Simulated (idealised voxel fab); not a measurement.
This section sets out a process module, namely voxel capacitor over wiring.
Cross-section cut: width 170 nm, square cells of 5 nm.
Format of a cross-section: grid, square cells. Given as bands. Order: top down. Band: one or more rows of cells. Heights first: top, then bottom, in nm. Then materials, left to right, each with a width in nm. "edge to edge" on a single material: fills the band edge to edge. "air": empty space. Basically, 0 is our baseline, since under it the wafer straight out of the box is all one material. The bottom band has no lower end and keeps on going down, so it looks like "top 0, no bottom". Per-row width for "30 to 40": begins at first number (top row of band), ends at second number (bottom row), increment between rows held constant. Where the words "changes: none" appear for a step, the cross-section shows no cell changed by that step; every cell remained as before. Under "Enclosed void inventory" you'll find the enclosed gaps, the ones with no way out to the top, that are 8 cells or bigger; each reads width x height at distance, with distance counted from the left edge, everything in nm. Step line, after settings: the simulator's comment on this step. Regarding "overlay nm": on a step with a mask, it is the distance the mask lay to the right of its planned place; a negative value places it to the left.

# Process steps - plan
1 RECEIVE, material Si
2 CONFORMAL_DEP, material SiO2, thk nm 10
3 CONFORMAL_DEP, material SiN, thk nm 5
4 DIRECTIONAL_DEP, material lowk, thk nm 20
5 PATTERN, tone open, mask id METAL_1, material resist, width nm 15, pitch nm 90, thk nm 20, overlay nm 0
6 DIRECTIONAL_ETCH, etch materials lowk, depth nm 20
7 DIRECTIONAL_ETCH, etch materials SiN, depth nm 5
8 STRIP, etch materials resist
9 CONFORMAL_DEP, material TiN, thk nm 5
10 FILL_DEP, material Ru, thk nm 5
11 CMP, height nm 35
12 CONFORMAL_DEP, material SiCN, thk nm 5
13 DIRECTIONAL_DEP, material lowk, thk nm 20
14 MASKED_ETCH, tone open, mask id PLUG_1, width nm 15, etch materials lowk, depth nm 20, overlay nm 0
15 MASKED_ETCH, tone open, mask id PLUG_1, width nm 15, etch materials SiCN, depth nm 5, overlay nm 0
16 CONFORMAL_DEP, material TiN, thk nm 5
17 FILL_DEP, material Ru, thk nm 5
18 CMP, height nm 60
19 DIRECTIONAL_DEP, material TiN, thk nm 5
20 DIRECTIONAL_DEP, material SiN, thk nm 5
21 DIRECTIONAL_DEP, material TiN, thk nm 10
22 MASKED_ETCH, tone cover, mask id UPPER_PLATE, width nm 70, etch materials TiN, depth nm 10, overlay nm 0
23 MASKED_ETCH, tone cover, mask id UPPER_PLATE, width nm 70, etch materials SiN, depth nm 5, overlay nm 0
24 MASKED_ETCH, tone cover, mask id LOWER_PLATE, width nm 80, etch materials TiN, depth nm 5, overlay nm 0
25 FILL_DEP, material SiO2, thk nm 20
26 CMP, height nm 95
27 PATTERN, tone open, mask id PLUG_2, material resist, width nm 15, thk nm 15, overlay nm 0
28 DIRECTIONAL_ETCH, etch materials SiO2, depth nm 15
29 STRIP, etch materials resist
30 CONFORMAL_DEP, material TiN, thk nm 5
31 FILL_DEP, material Ru, thk nm 5
32 CMP, height nm 95
33 CONFORMAL_DEP, material SiCN, thk nm 5
All wafers enter the flow in the same state. The width nm at step 5 differs from wafer to wafer, and the plan gives the value for the first wafer.

# Sectional view: first of several wafers, as received, after step 1
* top 0, no bottom  Si edge to edge
* Enclosed void inventory: none

# Post step 33, the closing step of the module: first of several wafers, cross-sectioned
* top 100, bottom 95  SiCN edge to edge
* top 95, bottom 85  SiO2 45, TiN 5, Ru 5, TiN 5, SiO2 110
* top 85, bottom 80  SiO2 45, TiN 15, SiO2 110
* top 80, bottom 70  SiO2 35, TiN 70, SiO2 65
* top 70, bottom 65  SiO2 35, SiN 70, SiO2 65
* top 65, bottom 60  SiO2 30, TiN 80, SiO2 60
* top 60, bottom 40  lowk 35, TiN 5, Ru 5, TiN 5, lowk 120
* top 40, bottom 35  SiCN 35, TiN 15, SiCN 120
* top 35, bottom 15  lowk 30, TiN 5, Ru 5, TiN 5, lowk 75, TiN 5, Ru 5, TiN 5, lowk 35
* top 15, bottom 10  SiN 30, TiN 15, SiN 75, TiN 15, SiN 35
* top 10, bottom 0  SiO2 edge to edge
* top 0, no bottom  Si edge to edge
* Enclosed void inventory: none

# Cross-section of the final wafer among several, taken at the end of the module
* top 100, bottom 95  SiCN edge to edge
* top 95, bottom 85  SiO2 45, TiN 5, Ru 5, TiN 5, SiO2 110
* top 85, bottom 80  SiO2 45, TiN 15, SiO2 110
* top 80, bottom 70  SiO2 35, TiN 70, SiO2 65
* top 70, bottom 65  SiO2 35, SiN 70, SiO2 65
* top 65, bottom 60  SiO2 30, TiN 80, SiO2 60
* top 60, bottom 40  lowk 35, TiN 5, Ru 5, TiN 5, lowk 120
* top 40, bottom 35  SiCN 35, TiN 15, SiCN 120
* top 35, bottom 15  lowk 20, TiN 5, Ru 30, TiN 5, lowk 50, TiN 5, Ru 30, TiN 5, lowk 20
* top 15, bottom 10  SiN 20, TiN 40, SiN 50, TiN 40, SiN 20
* top 10, bottom 0  SiO2 edge to edge
* top 0, no bottom  Si edge to edge
* Enclosed void inventory: none

# Each row below is a wafer at the end of the module, listing for every material the number of cells it has gained (+) or lost (-) since it was received, followed by its closed voids
width nm 15, +14 Ru, +65 SiCN, +42 SiN, +239 SiO2, +84 TiN, +236 lowk, Enclosed void inventory: none
width nm 20, +22 Ru, +65 SiCN, +40 SiN, +239 SiO2, +86 TiN, +228 lowk, Enclosed void inventory: none
width nm 25, +30 Ru, +65 SiCN, +38 SiN, +239 SiO2, +88 TiN, +220 lowk, Enclosed void inventory: none
width nm 30, +38 Ru, +65 SiCN, +36 SiN, +239 SiO2, +90 TiN, +212 lowk, Enclosed void inventory: none
width nm 35, +46 Ru, +65 SiCN, +34 SiN, +239 SiO2, +92 TiN, +204 lowk, Enclosed void inventory: none
width nm 40, +54 Ru, +65 SiCN, +32 SiN, +239 SiO2, +94 TiN, +196 lowk, Enclosed void inventory: none
